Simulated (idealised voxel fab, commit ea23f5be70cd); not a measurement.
process module | voxel spacer lines
cross-section cut | 230 nm wide | cells 5 nm
A cross-section is a grid of square cells, given in bands from the top down. A band is one or more rows of cells.
Each band's line starts with the height of the band's top and of its bottom, in nm. Then come its materials from left to right, each with its width in nm. One material with "throughout" fills the band from edge to edge. "air" is empty space.
Height 0 is the level under which the wafer as received is all one material. The lowest band goes on downwards, as in "0 down".
A width such as "30 to 40" changes by the same amount from each row of cells to the next, from the band's top row to its bottom row.
"no change" after a step means that no cell of the cross-section changed.
closed voids: empty space of 8 cells or more with no open way to the top, each as width x height at its distance from the left edge, in nm
after a step's settings: what the simulator itself notes on the step
overlay nm, on a step with a mask: how far to the right of its planned place the mask lay; to the left if negative
plan
1 op RECEIVE | material Si
2 op CONFORMAL_DEP | material SiO2 | thk nm 5
3 op DIRECTIONAL_DEP | material polySi | thk nm 10
4 op DIRECTIONAL_DEP | material aC | thk nm 20
5 op PATTERN | tone cover | mask id MANDREL | material resist | width nm 20 | pitch nm 70 | thk nm 25 | overlay nm 0
6 op DIRECTIONAL_ETCH | etch materials aC | depth nm 20
7 op STRIP | etch materials resist
8 op CONFORMAL_DEP | material SiN | thk nm 15
9 op DIRECTIONAL_ETCH | etch materials SiN | depth nm 15
10 op STRIP | etch materials aC
11 op DIRECTIONAL_ETCH | etch materials polySi | depth nm 10
12 op STRIP | etch materials SiN
13 op FILL_DEP | material lowk | thk nm 10
14 op CMP | height nm 15
as received, after step 1
  0 down: Si throughout
  closed voids: none
first wafer at the end, as planned
  15 to 5: lowk 55 | polySi 15 | lowk 20 | polySi 15 | lowk 20 | polySi 15 | lowk 20 | polySi 15 | lowk 55
  5 to 0: SiO2 throughout
  0 down: Si throughout
  closed voids: none
second wafer at the end: like start, like plan, one mistake
  15 to 10: lowk throughout
  10 to 0: lowk 55 | polySi 15 | lowk 20 | polySi 15 | lowk 20 | polySi 15 | lowk 20 | polySi 15 | lowk 55
  0 down: Si throughout
  closed voids: none
what went wrong: step 2 was left out
at the end the second wafer has, in cells: 46 fewer of SiO2 | 46 more of lowk
